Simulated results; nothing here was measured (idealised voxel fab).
Process module in this document: voxel quadruple lines
We display cut, a cross-section 295 nm in width whose square cells are each 5 nm.
If you're reading a cross-section in this doc, picture square cells in a grid; it comes to you as bands, top ones listed first down to the bottom, and a band can be one or more rows of cells.
Band entry format. Leading values: height of top, height of bottom, nm. Remainder: materials in left-to-right order, each with its width in nm. Special words: "everywhere" on a single material, which then fills the band edge to edge; "air", empty space.
Heads up on the height convention: 0 is the point under which the incoming wafer is all one material, and the lowest band has no bottom, it just keeps going down, like "from 0 down".
A width such as "30 to 40" changes by the same amount from each row of cells to the next, from the band's top row to its bottom row.
Given "left unchanged" for a step, no cell of the cross-section differs between before and after that step.
The entry titled "Cavities, sealed" provides the empty spaces that have no open way to the top, restricted to those of 8 cells or more. Each is presented as width x height at distance, the distance being measured from the left edge, with all three in nm.
The remark found on a step's line after its settings is issued by the simulator itself and pertains to that step.
overlay nm: step with mask; distance mask lay right of planned place; negative value = left of planned place.
## Steps in the process plan
1) op RECEIVE | material Si
2) op CONFORMAL_DEP | material Al2O3 | thk nm 5
3) op DIRECTIONAL_DEP | material TiN | thk nm 15
4) op DIRECTIONAL_DEP | material polySi | thk nm 20
5) op DIRECTIONAL_DEP | material aC | thk nm 20
6) op PATTERN | tone cover | mask id MANDREL | material resist | width nm 20 | thk nm 30 | overlay nm 0
7) op DIRECTIONAL_ETCH | etch materials aC | depth nm 20
8) op STRIP | etch materials resist
9) op CONFORMAL_DEP | material SiO2 | thk nm 10
10) op DIRECTIONAL_ETCH | etch materials SiO2 | depth nm 10
11) op STRIP | etch materials aC
12) op DIRECTIONAL_ETCH | etch materials polySi | depth nm 20
13) op STRIP | etch materials SiO2
14) op CONFORMAL_DEP | material SiCN | thk nm 5
15) op DIRECTIONAL_ETCH | etch materials SiCN | depth nm 5
16) op STRIP | etch materials polySi
17) op DIRECTIONAL_ETCH | etch materials TiN | depth nm 15
18) op STRIP | etch materials SiCN
## The cross-section here shows the wafer as received, i.e. in its state after step 1
	from 0 down  Si everywhere
	Cavities, sealed: none
## The following cross-section depicts the wafer upon conclusion of the module. Processing commenced from the starting condition illustrated above and adhered to the plan illustrated above, save for one mistake in execution
	from 20 to 0  Al2O3 everywhere
	from 0 down  Si everywhere
	Cavities, sealed: none
Against the plan, the run slipped here: step 3 deviated from plan and actually ran as op DIRECTIONAL_DEP | material Al2O3 | thk nm 15
